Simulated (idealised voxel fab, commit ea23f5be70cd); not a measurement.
process module | voxel ribs on slabs
cross-section cut | 225 nm wide | cells 5 nm
A cross-section is a grid of square cells, given in bands from the top down. A band is one or more rows of cells.
Each band's line starts with the height of the band's top and of its bottom, in nm. Then come its materials from left to right, each with its width in nm. One material with "throughout" fills the band from edge to edge. "air" is empty space.
Height 0 is the level under which the wafer as received is all one material. The lowest band goes on downwards, as in "0 down".
A width such as "30 to 40" changes by the same amount from each row of cells to the next, from the band's top row to its bottom row.
"no change" after a step means that no cell of the cross-section changed.
closed voids: empty space of 8 cells or more with no open way to the top, each as width x height at its distance from the left edge, in nm
after a step's settings: what the simulator itself notes on the step
overlay nm, on a step with a mask: how far to the right of its planned place the mask lay; to the left if negative
plan
1 op RECEIVE | material Si
2 op DIRECTIONAL_DEP | material SiO2 | thk nm 25
3 op DIRECTIONAL_DEP | material SiN | thk nm 20
4 op MASKED_ETCH | tone cover | mask id RIB | width nm 30 | etch materials SiN | depth nm 10 | overlay nm 0
5 op PATTERN | tone cover | mask id SLAB | material resist | width nm 80 | thk nm 20 | overlay nm 0
6 op DIRECTIONAL_ETCH | etch materials SiN | depth nm 10
7 op STRIP | etch materials resist
8 op FILL_DEP | material SiO2 | thk nm 20
9 op CMP | height nm 60
10 op DIRECTIONAL_DEP | material W | thk nm 10
11 op DIRECTIONAL_DEP | material aC | thk nm 15
12 op PATTERN | tone cover | mask id HEATER | material resist | width nm 40 | thk nm 30 | overlay nm 0
13 op DIRECTIONAL_ETCH | etch materials aC | depth nm 15
14 op STRIP | etch materials resist
15 op DIRECTIONAL_ETCH | etch materials W | depth nm 10
16 op STRIP | etch materials aC
17 op CONFORMAL_DEP | material SiN | thk nm 5
as received, after step 1
  0 down: Si throughout
  closed voids: none
first wafer at the end, as planned
  75 to 70: air 85 | SiN 50 | air 90
  70 to 65: air 85 | SiN 5 | W 40 | SiN 5 | air 90
  65 to 60: SiN 90 | W 40 | SiN 95
  60 to 45: SiO2 throughout
  45 to 35: SiO2 95 | SiN 30 | SiO2 100
  35 to 25: SiO2 70 | SiN 80 | SiO2 75
  25 to 0: SiO2 throughout
  0 down: Si throughout
  closed voids: none
second wafer at the end: like start, like plan, one mistake
  75 to 70: air 85 | SiN 50 | air 90
  70 to 65: air 85 | SiN 5 | W 40 | SiN 5 | air 90
  65 to 60: SiN 90 | W 40 | SiN 95
  60 to 20: SiO2 throughout
  20 to 0: SiN throughout
  0 down: Si throughout
  closed voids: none
what went wrong: steps 2 and 3 were swapped
at the end the second wafer has, in cells: 136 more of SiN | 136 fewer of SiO2
